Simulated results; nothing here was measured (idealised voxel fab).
Proc. module: voxel ribs on slabs
Section cut is 150 nm wide and gridded with 5 nm square cells.
In what follows, cross-sections appear as grids of square cells, described through bands that run from the top down, where every band is one or more rows of cells. The entry gives the band's vertical extent as a top height and a bottom height in nm, then its horizontal make-up as materials from left to right, each with a width in nm. "blank" stands for empty space; a single material marked "all across" fills the band edge to edge. Heights from 0 (as-received wafer is one material below). Bottom band endless downward, as "0 -> down". The expression "30->40" gives the width at the extremes of the band, the first number at its top row of cells and the second at its bottom row, with the width changing by equal amounts from each row to the next in between. Where the words "no change" appear for a step, the cross-section shows no cell changed by that step; every cell remained as before. The list in "Tabulated closed voids" covers empty spaces of 8 cells or more that cannot reach the top through any open way, and it gives each as width x height at distance; the distance is from the left edge, and width, height and distance are in nm. Step line, after settings: the simulator's comment on this step. For masked steps, "overlay nm" on the step line gives how far right of plan the mask actually lay; a minus sign means it lay to the left.

Process steps - plan:
- 1: RECEIVE,material Si
- 2: DIRECTIONAL_DEP,material SiO2,thk nm 20
- 3: DIRECTIONAL_DEP,material polySi,thk nm 20
- 4: MASKED_ETCH,tone cover,mask id RIB,width nm 15,etch materials polySi,depth nm 5,overlay nm 0
- 5: DIRECTIONAL_DEP,material aC,thk nm 15
- 6: PATTERN,tone cover,mask id SLAB,material resist,width nm 45,thk nm 30,overlay nm 0
- 7: DIRECTIONAL_ETCH,etch materials aC,depth nm 15
- 8: STRIP,etch materials resist
- 9: DIRECTIONAL_ETCH,etch materials polySi,depth nm 15
- 10: STRIP,etch materials aC
- 11: FILL_DEP,material SiO2,thk nm 20
- 12: CMP,height nm 50
- 13: DIRECTIONAL_DEP,material TiN,thk nm 10
- 14: PATTERN,tone cover,mask id HEATER,material resist,width nm 25,thk nm 15,overlay nm 0
- 15: DIRECTIONAL_ETCH,etch materials TiN,depth nm 10
- 16: STRIP,etch materials resist
- 17: CONFORMAL_DEP,material SiN,thk nm 10

Cross-section of the wafer at receipt, which is the condition after step 1:
  0 -> down = Si all across
  Tabulated closed voids: none

The following cross-section depicts the wafer upon conclusion of the module. Processing commenced from the starting condition illustrated above and adhered to the plan illustrated above, save for one mistake in execution:
  70 -> 60 = blank: 50, SiN: 45, blank: 55
  60 -> 50 = SiN: 60, TiN: 25, SiN: 65
  50 -> 40 = SiO2 all across
  40 -> 35 = SiO2: 60, polySi: 25, SiO2: 65
  35 -> 20 = SiO2: 50, polySi: 45, SiO2: 55
  20 -> 0 = SiO2 all across
  0 -> down = Si all across
  Tabulated closed voids: none
The mistake made against the process plan was this: rather than as planned, step 4 actually ran as MASKED_ETCH,tone cover,mask id RIB,width nm 25,etch materials polySi,depth nm 5,overlay nm 0
